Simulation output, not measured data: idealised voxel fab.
This section sets out a process module, namely voxel tone inversion.
The cross-section shown here is cut; it is 280 nm wide and divided into square cells measuring 5 nm on a side.
A cross-section in this document is a grid of square cells, and it is written down as bands, the top band listed before the ones below it; a band is made up of one or more rows of cells. It is stipulated that each band's entry specify, in nanometres, the height of the top of the band and then that of its bottom, followed by the materials of the band in left-to-right sequence, each together with its width in nanometres. A single material marked by the word "everywhere" is understood to fill the band from edge to edge; the word "blank" is understood to denote empty space. The reference from which all heights are counted is 0, the level beneath which the as-received wafer is entirely one material; the lowest band, having no lower bound, proceeds downward and is written after the example "top 0, no bottom". Width spec "30->40" -> top row of cells at first value, bottom row at second value, equal per-row change in between. You'll sometimes find "remained unchanged" written for a step, and that's the way of saying that nowhere in the cross-section did a cell change during that step. The list in "Tabulated closed voids" covers empty spaces of 8 cells or more that cannot reach the top through any open way, and it gives each as width x height at distance; the distance is from the left edge, and width, height and distance are in nm. On a step's line, text after the settings is the simulator commenting on that step. overlay nm: mask offset rightward from planned place, masked step; negative means leftward offset.
# Planned step list for the process
1,RECEIVE [material Si]
2,CONFORMAL_DEP [material SiCN] [thk nm 10]
3,DIRECTIONAL_DEP [material aC] [thk nm 15]
4,PATTERN [tone cover] [mask id POSTS] [material resist] [width nm 20] [pitch nm 40] [thk nm 25] [overlay nm 0]
5,DIRECTIONAL_ETCH [etch materials aC] [depth nm 15]
6,STRIP [etch materials resist]
7,FILL_DEP [material SiO2] [thk nm 5]
8,CMP [height nm 25]
9,STRIP [etch materials aC]
10,CONFORMAL_DEP [material TiN] [thk nm 5]
11,FILL_DEP [material Ru] [thk nm 10]
12,CMP [height nm 25]
13,CONFORMAL_DEP [material SiN] [thk nm 5]
# first wafer, as planned
# Cross-section of the wafer at receipt, which is the condition after step 1
top 0, no bottom | Si everywhere
Tabulated closed voids: none
# You're looking at a cross-section of the wafer after step 2
top 10, bottom 0 | SiCN everywhere
Beneath the level 0, the cross-section is identical to its previous state.
# You're looking at a cross-section of the wafer after step 3
top 25, bottom 10 | aC everywhere
Beneath the level 10, the cross-section is identical to its previous state.
# You're looking at a cross-section of the wafer after step 4
top 50, bottom 25 | 70 blank, then 20 resist, then 20 blank, then 20 resist, then 20 blank, then 20 resist, then 20 blank, then 20 resist, then 70 blank
Beneath the level 25, the cross-section is identical to its previous state.
# You're looking at a cross-section of the wafer after step 5
top 35, bottom 25 | 70 blank, then 20 resist, then 20 blank, then 20 resist, then 20 blank, then 20 resist, then 20 blank, then 20 resist, then 70 blank
top 25, bottom 10 | 70 blank, then 20 aC, then 20 blank, then 20 aC, then 20 blank, then 20 aC, then 20 blank, then 20 aC, then 70 blank
Beneath the level 10, the cross-section is identical to its previous state.
# You're looking at a cross-section of the wafer after step 6
top 25, bottom 10 | 70 blank, then 20 aC, then 20 blank, then 20 aC, then 20 blank, then 20 aC, then 20 blank, then 20 aC, then 70 blank
Beneath the level 10, the cross-section is identical to its previous state.
# You're looking at a cross-section of the wafer after step 7
top 30, bottom 25 | SiO2 everywhere
top 25, bottom 10 | 70 SiO2, then 20 aC, then 20 SiO2, then 20 aC, then 20 SiO2, then 20 aC, then 20 SiO2, then 20 aC, then 70 SiO2
Beneath the level 10, the cross-section is identical to its previous state.
# You're looking at a cross-section of the wafer after step 8
top 25, bottom 10 | 70 SiO2, then 20 aC, then 20 SiO2, then 20 aC, then 20 SiO2, then 20 aC, then 20 SiO2, then 20 aC, then 70 SiO2
Beneath the level 10, the cross-section is identical to its previous state.
# You're looking at a cross-section of the wafer after step 9
top 25, bottom 10 | 70 SiO2, then 20 blank, then 20 SiO2, then 20 blank, then 20 SiO2, then 20 blank, then 20 SiO2, then 20 blank, then 70 SiO2
Beneath the level 10, the cross-section is identical to its previous state.
# You're looking at a cross-section of the wafer after step 10
top 30, bottom 25 | 75 TiN, then 10 blank, then 30 TiN, then 10 blank, then 30 TiN, then 10 blank, then 30 TiN, then 10 blank, then 75 TiN
top 25, bottom 15 | 70 SiO2, then 5 TiN, then 10 blank, then 5 TiN, then 20 SiO2, then 5 TiN, then 10 blank, then 5 TiN, then 20 SiO2, then 5 TiN, then 10 blank, then 5 TiN, then 20 SiO2, then 5 TiN, then 10 blank, then 5 TiN, then 70 SiO2
top 15, bottom 10 | 70 SiO2, then 20 TiN, then 20 SiO2, then 20 TiN, then 20 SiO2, then 20 TiN, then 20 SiO2, then 20 TiN, then 70 SiO2
Beneath the level 10, the cross-section is identical to its previous state.
# You're looking at a cross-section of the wafer after step 11
top 40, bottom 30 | Ru everywhere
top 30, bottom 25 | 75 TiN, then 10 Ru, then 30 TiN, then 10 Ru, then 30 TiN, then 10 Ru, then 30 TiN, then 10 Ru, then 75 TiN
top 25, bottom 15 | 70 SiO2, then 5 TiN, then 10 Ru, then 5 TiN, then 20 SiO2, then 5 TiN, then 10 Ru, then 5 TiN, then 20 SiO2, then 5 TiN, then 10 Ru, then 5 TiN, then 20 SiO2, then 5 TiN, then 10 Ru, then 5 TiN, then 70 SiO2
Beneath the level 15, the cross-section is identical to its previous state.
# You're looking at a cross-section of the wafer after step 12
top 25, bottom 15 | 70 SiO2, then 5 TiN, then 10 Ru, then 5 TiN, then 20 SiO2, then 5 TiN, then 10 Ru, then 5 TiN, then 20 SiO2, then 5 TiN, then 10 Ru, then 5 TiN, then 20 SiO2, then 5 TiN, then 10 Ru, then 5 TiN, then 70 SiO2
Beneath the level 15, the cross-section is identical to its previous state.
# You're looking at a cross-section of the wafer after step 13
top 30, bottom 25 | SiN everywhere
Beneath the level 25, the cross-section is identical to its previous state.
# Second Wafer (Identical Start and Plan, One Processing Error; Matches First Wafer Through Step 12)
# What the second wafer looks like in cross-section when step 13 should have wrapped up
top 30, bottom 25 | SiCN everywhere
Beneath the level 25, the cross-section is identical to its previous state.
Where did the run depart from the plan? not per plan at step 13, really ran CONFORMAL_DEP [material SiCN] [thk nm 5]
Count the cells at the end and the second wafer has more or fewer of some materials than the first: SiCN +56, SiN -56
